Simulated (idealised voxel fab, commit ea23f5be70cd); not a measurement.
The following is a process module called voxel quadruple lines.
Cross-section cut: width 275 nm, square cells of 5 nm.
Cross-section spec: square-cell grid; bands listed top down; each band is one or more rows.
What a band's entry tells you: where the top is and where the bottom is, as heights in nm, and after that what lies inside, material by material from left to right, each with its width in nm. Empty space is written as the word "blank", and a single material marked with the word "all across" occupies the band from edge to edge.
Heights are reckoned from 0. Under this level, the received wafer is all of one material. The bottommost band is open-ended downward, for example "0 nm and below".
Top row gets the first number, bottom row gets the second, and each row in between changes by the same step: that is how a band width like "30..40" works.
Where a step carries "no change occurred", the cross-section came out of it unchanged, cell for cell.
Under "Closed void register" you'll find the enclosed gaps, the ones with no way out to the top, that are 8 cells or bigger; each reads width x height at distance, with distance counted from the left edge, everything in nm.
Whatever follows a step's settings on its line is a remark the simulator itself makes about that step.
"overlay nm" answers the question of how far to the right of plan the mask lay on a step that has a mask, and when it is negative the answer is to the left.

## Below is the list of planned process steps
1 RECEIVE: material Si
2 CONFORMAL_DEP: material SiO2, thk nm 10
3 DIRECTIONAL_DEP: material W, thk nm 10
4 DIRECTIONAL_DEP: material polySi, thk nm 15
5 DIRECTIONAL_DEP: material aC, thk nm 25
6 PATTERN: tone cover, mask id MANDREL, material resist, width nm 30, thk nm 35, overlay nm 0
7 DIRECTIONAL_ETCH: etch materials aC, depth nm 25
8 STRIP: etch materials resist
9 CONFORMAL_DEP: material SiO2, thk nm 10
10 DIRECTIONAL_ETCH: etch materials SiO2, depth nm 10
11 STRIP: etch materials aC
12 DIRECTIONAL_ETCH: etch materials polySi, depth nm 15
13 STRIP: etch materials SiO2
14 CONFORMAL_DEP: material SiCN, thk nm 10
15 DIRECTIONAL_ETCH: etch materials SiCN, depth nm 10
16 STRIP: etch materials polySi
17 DIRECTIONAL_ETCH: etch materials W, depth nm 10
18 STRIP: etch materials SiCN

## Wafer as received: cross-section following step 1
  0 nm and below  Si all across
  Closed void register: none

## This is how the wafer looks in cross-section once the module is done, given the starting state and plan above and one mistake in carrying the plan out
  20 nm to 10 nm  110 of blank, then 10 of W, then 10 of blank, then 10 of W, then 10 of blank, then 10 of W, then 115 of blank
  10 nm to 0 nm  SiO2 all across
  0 nm and below  Si all across
  Closed void register: none
Error vs. plan: rather than as planned, step 6 actually ran as PATTERN: tone open, mask id MANDREL, material resist, width nm 30, thk nm 35, overlay nm 0
